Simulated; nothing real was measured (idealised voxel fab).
Process module, titled voxel wiring stack
Section shown: cut. Width: 255 nm. Cell size: 5 nm, square.
Think of the cross-section as a grid of square cells. We describe it in bands, top to bottom, and each band covers one or more rows of those cells.
Heads up on the band format: heights come first, top then bottom, in nm. After that it's the materials left to right, each with its width in nm. A single material flagged "all across" fills the whole band edge to edge, and "air" means there's empty space there.
Measure heights from 0. That's the level where, below it, the as-received wafer is all one material. The lowest band is bottomless and extends downward; write it as in "from 0 down".
A two-number width, for instance "30 to 40", indicates that the width is equal to the first number in the top row of the band and to the second number in the bottom row, and that it changes by a constant amount per row of cells.
"no change occurred" for a step: no cell of the cross-section changed in that step.
"Voids, fully enclosed" lists enclosed empty spaces (at least 8 cells, no open path upward to the top), each as width x height at distance from the left edge, in nm.
Post-settings text on a step line: simulator's own remark regarding the step.
If you see "overlay nm" on a step's line and that step has a mask, it's telling you how far right of where it was planned the mask ended up; a negative number means it went left instead.
The process steps that were planned are listed below
1. RECEIVE (material Si)
2. CONFORMAL_DEP (material SiO2; thk nm 15)
3. CONFORMAL_DEP (material SiN; thk nm 5)
4. DIRECTIONAL_DEP (material lowk; thk nm 15)
5. DIRECTIONAL_DEP (material aC; thk nm 10)
6. PATTERN (tone open; mask id METAL_1; material resist; width nm 20; pitch nm 35; thk nm 25; overlay nm 0)
7. DIRECTIONAL_ETCH (etch materials aC; depth nm 10)
8. STRIP (etch materials resist)
9. DIRECTIONAL_ETCH (etch materials lowk; depth nm 15)
10. DIRECTIONAL_ETCH (etch materials SiN; depth nm 5)
11. STRIP (etch materials aC)
12. CONFORMAL_DEP (material TiN; thk nm 5)
13. FILL_DEP (material Cu; thk nm 10)
14. CMP (height nm 35)
15. CONFORMAL_DEP (material SiCN; thk nm 5)
16. DIRECTIONAL_DEP (material lowk; thk nm 30)
17. PATTERN (tone open; mask id METAL_2_HOLES; material resist; width nm 15; pitch nm 70; thk nm 15; overlay nm 0)
18. DIRECTIONAL_ETCH (etch materials lowk; depth nm 30)
19. STRIP (etch materials resist)
20. MASKED_ETCH (tone open; mask id METAL_2; width nm 20; pitch nm 35; etch materials lowk; depth nm 20; overlay nm 0)
21. MASKED_ETCH (tone open; mask id METAL_2; width nm 20; pitch nm 35; etch materials SiCN; depth nm 5; overlay nm 0)
22. CONFORMAL_DEP (material TiN; thk nm 5)
23. FILL_DEP (material Cu; thk nm 5)
24. CMP (height nm 70)
25. CONFORMAL_DEP (material SiN; thk nm 5)
First out of two wafers; run went to plan
Cross-section of the incoming wafer, state after step 1
    from 0 down  Si all across
    Voids, fully enclosed: none
Take a look at the wafer's cross-section after step 2
    from 15 to 0  SiO2 all across
    At heights below 0, the structure remains unaltered.
Take a look at the wafer's cross-section after step 3
    from 20 to 15  SiN all across
    At heights below 15, the structure remains unaltered.
Take a look at the wafer's cross-section after step 4
    from 35 to 20  lowk all across
    At heights below 20, the structure remains unaltered.
Take a look at the wafer's cross-section after step 5
    from 45 to 35  aC all across
    At heights below 35, the structure remains unaltered.
Take a look at the wafer's cross-section after step 6
    from 70 to 45  65 nm resist | 20 nm air | 15 nm resist | 20 nm air | 15 nm resist | 20 nm air | 15 nm resist | 20 nm air | 65 nm resist
    At heights below 45, the structure remains unaltered.
Take a look at the wafer's cross-section after step 7
    from 60 to 45  65 nm resist | 20 nm air | 15 nm resist | 20 nm air | 15 nm resist | 20 nm air | 15 nm resist | 20 nm air | 65 nm resist
    from 45 to 35  65 nm aC | 20 nm air | 15 nm aC | 20 nm air | 15 nm aC | 20 nm air | 15 nm aC | 20 nm air | 65 nm aC
    At heights below 35, the structure remains unaltered.
Take a look at the wafer's cross-section after step 8
    from 45 to 35  65 nm aC | 20 nm air | 15 nm aC | 20 nm air | 15 nm aC | 20 nm air | 15 nm aC | 20 nm air | 65 nm aC
    At heights below 35, the structure remains unaltered.
Take a look at the wafer's cross-section after step 9
    from 45 to 35  65 nm aC | 20 nm air | 15 nm aC | 20 nm air | 15 nm aC | 20 nm air | 15 nm aC | 20 nm air | 65 nm aC
    from 35 to 20  65 nm lowk | 20 nm air | 15 nm lowk | 20 nm air | 15 nm lowk | 20 nm air | 15 nm lowk | 20 nm air | 65 nm lowk
    At heights below 20, the structure remains unaltered.
Take a look at the wafer's cross-section after step 10
    from 45 to 35  65 nm aC | 20 nm air | 15 nm aC | 20 nm air | 15 nm aC | 20 nm air | 15 nm aC | 20 nm air | 65 nm aC
    from 35 to 20  65 nm lowk | 20 nm air | 15 nm lowk | 20 nm air | 15 nm lowk | 20 nm air | 15 nm lowk | 20 nm air | 65 nm lowk
    from 20 to 15  65 nm SiN | 20 nm air | 15 nm SiN | 20 nm air | 15 nm SiN | 20 nm air | 15 nm SiN | 20 nm air | 65 nm SiN
    At heights below 15, the structure remains unaltered.
Take a look at the wafer's cross-section after step 11
    from 35 to 20  65 nm lowk | 20 nm air | 15 nm lowk | 20 nm air | 15 nm lowk | 20 nm air | 15 nm lowk | 20 nm air | 65 nm lowk
    At heights below 20, the structure remains unaltered.
Take a look at the wafer's cross-section after step 12
    from 40 to 35  70 nm TiN | 10 nm air | 25 nm TiN | 10 nm air | 25 nm TiN | 10 nm air | 25 nm TiN | 10 nm air | 70 nm TiN
    from 35 to 20  65 nm lowk | 5 nm TiN | 10 nm air | 5 nm TiN | 15 nm lowk | 5 nm TiN | 10 nm air | 5 nm TiN | 15 nm lowk | 5 nm TiN | 10 nm air | 5 nm TiN | 15 nm lowk | 5 nm TiN | 10 nm air | 5 nm TiN | 65 nm lowk
    from 20 to 15  65 nm SiN | 20 nm TiN | 15 nm SiN | 20 nm TiN | 15 nm SiN | 20 nm TiN | 15 nm SiN | 20 nm TiN | 65 nm SiN
    At heights below 15, the structure remains unaltered.
Take a look at the wafer's cross-section after step 13
    from 50 to 40  Cu all across
    from 40 to 35  70 nm TiN | 10 nm Cu | 25 nm TiN | 10 nm Cu | 25 nm TiN | 10 nm Cu | 25 nm TiN | 10 nm Cu | 70 nm TiN
    from 35 to 20  65 nm lowk | 5 nm TiN | 10 nm Cu | 5 nm TiN | 15 nm lowk | 5 nm TiN | 10 nm Cu | 5 nm TiN | 15 nm lowk | 5 nm TiN | 10 nm Cu | 5 nm TiN | 15 nm lowk | 5 nm TiN | 10 nm Cu | 5 nm TiN | 65 nm lowk
    At heights below 20, the structure remains unaltered.
Take a look at the wafer's cross-section after step 14
    from 35 to 20  65 nm lowk | 5 nm TiN | 10 nm Cu | 5 nm TiN | 15 nm lowk | 5 nm TiN | 10 nm Cu | 5 nm TiN | 15 nm lowk | 5 nm TiN | 10 nm Cu | 5 nm TiN | 15 nm lowk | 5 nm TiN | 10 nm Cu | 5 nm TiN | 65 nm lowk
    At heights below 20, the structure remains unaltered.
Take a look at the wafer's cross-section after step 15
    from 40 to 35  SiCN all across
    At heights below 35, the structure remains unaltered.
Take a look at the wafer's cross-section after step 16
    from 70 to 40  lowk all across
    At heights below 40, the structure remains unaltered.
Take a look at the wafer's cross-section after step 17
    from 85 to 70  65 nm resist | 15 nm air | 55 nm resist | 15 nm air | 105 nm resist
    At heights below 70, the structure remains unaltered.
Take a look at the wafer's cross-section after step 18
    from 85 to 70  65 nm resist | 15 nm air | 55 nm resist | 15 nm air | 105 nm resist
    from 70 to 40  65 nm lowk | 15 nm air | 55 nm lowk | 15 nm air | 105 nm lowk
    At heights below 40, the structure remains unaltered.
Take a look at the wafer's cross-section after step 19
    from 70 to 40  65 nm lowk | 15 nm air | 55 nm lowk | 15 nm air | 105 nm lowk
    At heights below 40, the structure remains unaltered.
Take a look at the wafer's cross-section after step 20
    from 70 to 50  65 nm lowk | 20 nm air | 15 nm lowk | 20 nm air | 15 nm lowk | 20 nm air | 15 nm lowk | 20 nm air | 65 nm lowk
    At heights below 50, the structure remains unaltered.
Take a look at the wafer's cross-section after step 21
    from 70 to 50  65 nm lowk | 20 nm air | 15 nm lowk | 20 nm air | 15 nm lowk | 20 nm air | 15 nm lowk | 20 nm air | 65 nm lowk
    from 50 to 40  65 nm lowk | 15 nm air | 55 nm lowk | 15 nm air | 105 nm lowk
    from 40 to 35  65 nm SiCN | 15 nm air | 55 nm SiCN | 15 nm air | 105 nm SiCN
    At heights below 35, the structure remains unaltered.
Take a look at the wafer's cross-section after step 22
    from 75 to 70  70 nm TiN | 10 nm air | 25 nm TiN | 10 nm air | 25 nm TiN | 10 nm air | 25 nm TiN | 10 nm air | 70 nm TiN
    from 70 to 55  65 nm lowk | 5 nm TiN | 10 nm air | 5 nm TiN | 15 nm lowk | 5 nm TiN | 10 nm air | 5 nm TiN | 15 nm lowk | 5 nm TiN | 10 nm air | 5 nm TiN | 15 nm lowk | 5 nm TiN | 10 nm air | 5 nm TiN | 65 nm lowk
    from 55 to 50  65 nm lowk | 5 nm TiN | 5 nm air | 10 nm TiN | 15 nm lowk | 20 nm TiN | 15 nm lowk | 5 nm TiN | 5 nm air | 10 nm TiN | 15 nm lowk | 20 nm TiN | 65 nm lowk
    from 50 to 40  65 nm lowk | 5 nm TiN | 5 nm air | 5 nm TiN | 55 nm lowk | 5 nm TiN | 5 nm air | 5 nm TiN | 105 nm lowk
    from 40 to 35  65 nm SiCN | 15 nm TiN | 55 nm SiCN | 15 nm TiN | 105 nm SiCN
    At heights below 35, the structure remains unaltered.
Take a look at the wafer's cross-section after step 23
    from 80 to 75  Cu all across
    from 75 to 70  70 nm TiN | 10 nm Cu | 25 nm TiN | 10 nm Cu | 25 nm TiN | 10 nm Cu | 25 nm TiN | 10 nm Cu | 70 nm TiN
    from 70 to 55  65 nm lowk | 5 nm TiN | 10 nm Cu | 5 nm TiN | 15 nm lowk | 5 nm TiN | 10 nm Cu | 5 nm TiN | 15 nm lowk | 5 nm TiN | 10 nm Cu | 5 nm TiN | 15 nm lowk | 5 nm TiN | 10 nm Cu | 5 nm TiN | 65 nm lowk
    from 55 to 50  65 nm lowk | 5 nm TiN | 5 nm Cu | 10 nm TiN | 15 nm lowk | 20 nm TiN | 15 nm lowk | 5 nm TiN | 5 nm Cu | 10 nm TiN | 15 nm lowk | 20 nm TiN | 65 nm lowk
    from 50 to 40  65 nm lowk | 5 nm TiN | 5 nm Cu | 5 nm TiN | 55 nm lowk | 5 nm TiN | 5 nm Cu | 5 nm TiN | 105 nm lowk
    At heights below 40, the structure remains unaltered.
Take a look at the wafer's cross-section after step 24
    from 70 to 55  65 nm lowk | 5 nm TiN | 10 nm Cu | 5 nm TiN | 15 nm lowk | 5 nm TiN | 10 nm Cu | 5 nm TiN | 15 nm lowk | 5 nm TiN | 10 nm Cu | 5 nm TiN | 15 nm lowk | 5 nm TiN | 10 nm Cu | 5 nm TiN | 65 nm lowk
    At heights below 55, the structure remains unaltered.
Take a look at the wafer's cross-section after step 25
    from 75 to 70  SiN all across
    At heights below 70, the structure remains unaltered.
Second wafer, same starting state and plan as the first, one mistake in the run, identical through step 19
Cross-section of the second wafer corresponding to the planned conclusion of step 20
    from 70 to 50  65 nm lowk | 25 nm air | 15 nm lowk | 20 nm air | 10 nm lowk | 25 nm air | 15 nm lowk | 20 nm air | 60 nm lowk
    At heights below 50, the structure remains unaltered.
Cross-section of the second wafer corresponding to the planned conclusion of step 21
    from 70 to 50  65 nm lowk | 25 nm air | 15 nm lowk | 20 nm air | 10 nm lowk | 25 nm air | 15 nm lowk | 20 nm air | 60 nm lowk
    from 50 to 40  65 nm lowk | 15 nm air | 55 nm lowk | 15 nm air | 105 nm lowk
    from 40 to 35  65 nm SiCN | 15 nm air | 55 nm SiCN | 15 nm air | 105 nm SiCN
    At heights below 35, the structure remains unaltered.
Cross-section of the second wafer corresponding to the planned conclusion of step 22
    from 75 to 70  70 nm TiN | 15 nm air | 25 nm TiN | 10 nm air | 20 nm TiN | 15 nm air | 25 nm TiN | 10 nm air | 65 nm TiN
    from 70 to 55  65 nm lowk | 5 nm TiN | 15 nm air | 5 nm TiN | 15 nm lowk | 5 nm TiN | 10 nm air | 5 nm TiN | 10 nm lowk | 5 nm TiN | 15 nm air | 5 nm TiN | 15 nm lowk | 5 nm TiN | 10 nm air | 5 nm TiN | 60 nm lowk
    from 55 to 50  65 nm lowk | 5 nm TiN | 5 nm air | 15 nm TiN | 15 nm lowk | 20 nm TiN | 10 nm lowk | 5 nm TiN | 5 nm air | 15 nm TiN | 15 nm lowk | 20 nm TiN | 60 nm lowk
    from 50 to 40  65 nm lowk | 5 nm TiN | 5 nm air | 5 nm TiN | 55 nm lowk | 5 nm TiN | 5 nm air | 5 nm TiN | 105 nm lowk
    from 40 to 35  65 nm SiCN | 15 nm TiN | 55 nm SiCN | 15 nm TiN | 105 nm SiCN
    At heights below 35, the structure remains unaltered.
Cross-section of the second wafer corresponding to the planned conclusion of step 23
    from 80 to 75  Cu all across
    from 75 to 70  70 nm TiN | 15 nm Cu | 25 nm TiN | 10 nm Cu | 20 nm TiN | 15 nm Cu | 25 nm TiN | 10 nm Cu | 65 nm TiN
    from 70 to 55  65 nm lowk | 5 nm TiN | 15 nm Cu | 5 nm TiN | 15 nm lowk | 5 nm TiN | 10 nm Cu | 5 nm TiN | 10 nm lowk | 5 nm TiN | 15 nm Cu | 5 nm TiN | 15 nm lowk | 5 nm TiN | 10 nm Cu | 5 nm TiN | 60 nm lowk
    from 55 to 50  65 nm lowk | 5 nm TiN | 5 nm Cu | 15 nm TiN | 15 nm lowk | 20 nm TiN | 10 nm lowk | 5 nm TiN | 5 nm Cu | 15 nm TiN | 15 nm lowk | 20 nm TiN | 60 nm lowk
    from 50 to 40  65 nm lowk | 5 nm TiN | 5 nm Cu | 5 nm TiN | 55 nm lowk | 5 nm TiN | 5 nm Cu | 5 nm TiN | 105 nm lowk
    At heights below 40, the structure remains unaltered.
Cross-section of the second wafer corresponding to the planned conclusion of step 24
    from 70 to 55  65 nm lowk | 5 nm TiN | 15 nm Cu | 5 nm TiN | 15 nm lowk | 5 nm TiN | 10 nm Cu | 5 nm TiN | 10 nm lowk | 5 nm TiN | 15 nm Cu | 5 nm TiN | 15 nm lowk | 5 nm TiN | 10 nm Cu | 5 nm TiN | 60 nm lowk
    At heights below 55, the structure remains unaltered.
Cross-section of the second wafer corresponding to the planned conclusion of step 25
    from 75 to 70  SiN all across
    At heights below 70, the structure remains unaltered.
Processing error: step 20, actual vs plan mismatch, actual run MASKED_ETCH (tone open; mask id METAL_2; width nm 20; pitch nm 35; etch materials lowk; depth nm 20; overlay nm 5)
It is noted that, at the conclusion of processing, the second wafer exhibits a higher or lower cell count for certain materials relative to the first: Cu: 6 more; TiN: 2 more; lowk: 8 fewer
